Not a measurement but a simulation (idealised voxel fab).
You're looking at the process module voxel fin reveal.
This is section cut - it's 160 nm across, gridded in 5 nm square cells.
Think of the cross-section as a grid of square cells. We describe it in bands, top to bottom, and each band covers one or more rows of those cells.
A band entry consists of two parts. The first gives the height of the band's top and the height of its bottom, in nm. The rest lists the band's materials from left to right, each with its width in nm. A single material labelled with the word "all across" fills the band from edge to edge, and the word "blank" marks empty space.
Basically, 0 is our baseline, since under it the wafer straight out of the box is all one material. The bottom band has no lower end and keeps on going down, so it looks like "0 nm and below".
The expression "30..40" gives the width at the extremes of the band, the first number at its top row of cells and the second at its bottom row, with the width changing by equal amounts from each row to the next in between.
Reading "nothing changed" for a step: not a cell of the cross-section changed in it.
Listed in "Unvented voids": every empty space of 8 or more cells without an open way to the top. Form: width x height at distance, the distance being from the left edge, all in nm.
Note: text after step settings on the step line = simulator remark on that step.
A step's line can hold "overlay nm"; with a mask on that step, the setting says how far right of the planned place the mask lay, while a negative setting says it lay to the left.

### plan
step 1: RECEIVE (material Si)
step 2: CONFORMAL_DEP (material SiN; thk nm 5)
step 3: PATTERN (tone cover; mask id FINS; material resist; width nm 15; pitch nm 35; thk nm 20; overlay nm 0)
step 4: DIRECTIONAL_ETCH (etch materials SiN; depth nm 5)
step 5: DIRECTIONAL_ETCH (etch materials Si; depth nm 40)
step 6: STRIP (etch materials resist)
step 7: FILL_DEP (material SiO2; thk nm 15)
step 8: CMP (height nm 5)
step 9: SELECTIVE_ETCH (etch materials SiO2; depth nm 35)
step 10: STRIP (etch materials SiN)

### The first of the two wafers, which ran as planned

### The cross-section here shows the wafer as received, i.e. in its state after step 1
  0 nm and below  Si all across
  Unvented voids: none

### Wafer section view after processing step 2
  5 nm to 0 nm  SiN all across
  Lower than 0, everything is as it was.

### Wafer section view after processing step 3
  25 nm to 5 nm  blank 35 nm  resist 15 nm  blank 20 nm  resist 15 nm  blank 20 nm  resist 15 nm  blank 40 nm
  Lower than 5, everything is as it was.

### Wafer section view after processing step 4
  25 nm to 5 nm  blank 35 nm  resist 15 nm  blank 20 nm  resist 15 nm  blank 20 nm  resist 15 nm  blank 40 nm
  5 nm to 0 nm  blank 35 nm  SiN 15 nm  blank 20 nm  SiN 15 nm  blank 20 nm  SiN 15 nm  blank 40 nm
  Lower than 0, everything is as it was.

### Wafer section view after processing step 5
  25 nm to 5 nm  blank 35 nm  resist 15 nm  blank 20 nm  resist 15 nm  blank 20 nm  resist 15 nm  blank 40 nm
  5 nm to 0 nm  blank 35 nm  SiN 15 nm  blank 20 nm  SiN 15 nm  blank 20 nm  SiN 15 nm  blank 40 nm
  0 nm to -40 nm  blank 35 nm  Si 15 nm  blank 20 nm  Si 15 nm  blank 20 nm  Si 15 nm  blank 40 nm
  Lower than -40, everything is as it was.

### Wafer section view after processing step 6
  5 nm to 0 nm  blank 35 nm  SiN 15 nm  blank 20 nm  SiN 15 nm  blank 20 nm  SiN 15 nm  blank 40 nm
  Lower than 0, everything is as it was.

### Wafer section view after processing step 7
  20 nm to 5 nm  SiO2 all across
  5 nm to 0 nm  SiO2 35 nm  SiN 15 nm  SiO2 20 nm  SiN 15 nm  SiO2 20 nm  SiN 15 nm  SiO2 40 nm
  0 nm to -40 nm  SiO2 35 nm  Si 15 nm  SiO2 20 nm  Si 15 nm  SiO2 20 nm  Si 15 nm  SiO2 40 nm
  Lower than -40, everything is as it was.

### Wafer section view after processing step 8
  5 nm to 0 nm  SiO2 35 nm  SiN 15 nm  SiO2 20 nm  SiN 15 nm  SiO2 20 nm  SiN 15 nm  SiO2 40 nm
  Lower than 0, everything is as it was.

### Wafer section view after processing step 9
  5 nm to 0 nm  blank 35 nm  SiN 15 nm  blank 20 nm  SiN 15 nm  blank 20 nm  SiN 15 nm  blank 40 nm
  0 nm to -30 nm  blank 35 nm  Si 15 nm  blank 20 nm  Si 15 nm  blank 20 nm  Si 15 nm  blank 40 nm
  Lower than -30, everything is as it was.

### Wafer section view after processing step 10
  0 nm to -30 nm  blank 35 nm  Si 15 nm  blank 20 nm  Si 15 nm  blank 20 nm  Si 15 nm  blank 40 nm
  Lower than -30, everything is as it was.

### Second wafer: same start and same plan as the first, one execution error; identical to the first through step 4

### when step 5 should have ended
  25 nm to 5 nm  blank 35 nm  resist 15 nm  blank 20 nm  resist 15 nm  blank 20 nm  resist 15 nm  blank 40 nm
  5 nm to 0 nm  blank 35 nm  SiN 15 nm  blank 20 nm  SiN 15 nm  blank 20 nm  SiN 15 nm  blank 40 nm
  0 nm to -80 nm  blank 35 nm  Si 15 nm  blank 20 nm  Si 15 nm  blank 20 nm  Si 15 nm  blank 40 nm
  Lower than -80, everything is as it was.

### when step 6 should have ended
  5 nm to 0 nm  blank 35 nm  SiN 15 nm  blank 20 nm  SiN 15 nm  blank 20 nm  SiN 15 nm  blank 40 nm
  Lower than 0, everything is as it was.

### when step 7 should have ended
  20 nm to 5 nm  SiO2 all across
  5 nm to 0 nm  SiO2 35 nm  SiN 15 nm  SiO2 20 nm  SiN 15 nm  SiO2 20 nm  SiN 15 nm  SiO2 40 nm
  0 nm to -80 nm  SiO2 35 nm  Si 15 nm  SiO2 20 nm  Si 15 nm  SiO2 20 nm  Si 15 nm  SiO2 40 nm
  Lower than -80, everything is as it was.

### when step 8 should have ended
  5 nm to 0 nm  SiO2 35 nm  SiN 15 nm  SiO2 20 nm  SiN 15 nm  SiO2 20 nm  SiN 15 nm  SiO2 40 nm
  Lower than 0, everything is as it was.

### when step 9 should have ended
  5 nm to 0 nm  blank 35 nm  SiN 15 nm  blank 20 nm  SiN 15 nm  blank 20 nm  SiN 15 nm  blank 40 nm
  0 nm to -30 nm  blank 35 nm  Si 15 nm  blank 20 nm  Si 15 nm  blank 20 nm  Si 15 nm  blank 40 nm
  Lower than -30, everything is as it was.

### when step 10 should have ended
  0 nm to -30 nm  blank 35 nm  Si 15 nm  blank 20 nm  Si 15 nm  blank 20 nm  Si 15 nm  blank 40 nm
  Lower than -30, everything is as it was.
The mistake made against the process plan was this: heads up, step 5 of the plan got done twice
Wrapping up, a cell-based count of both wafers puts the second over or under the first for these materials: 184 fewer of Si | 184 more of SiO2
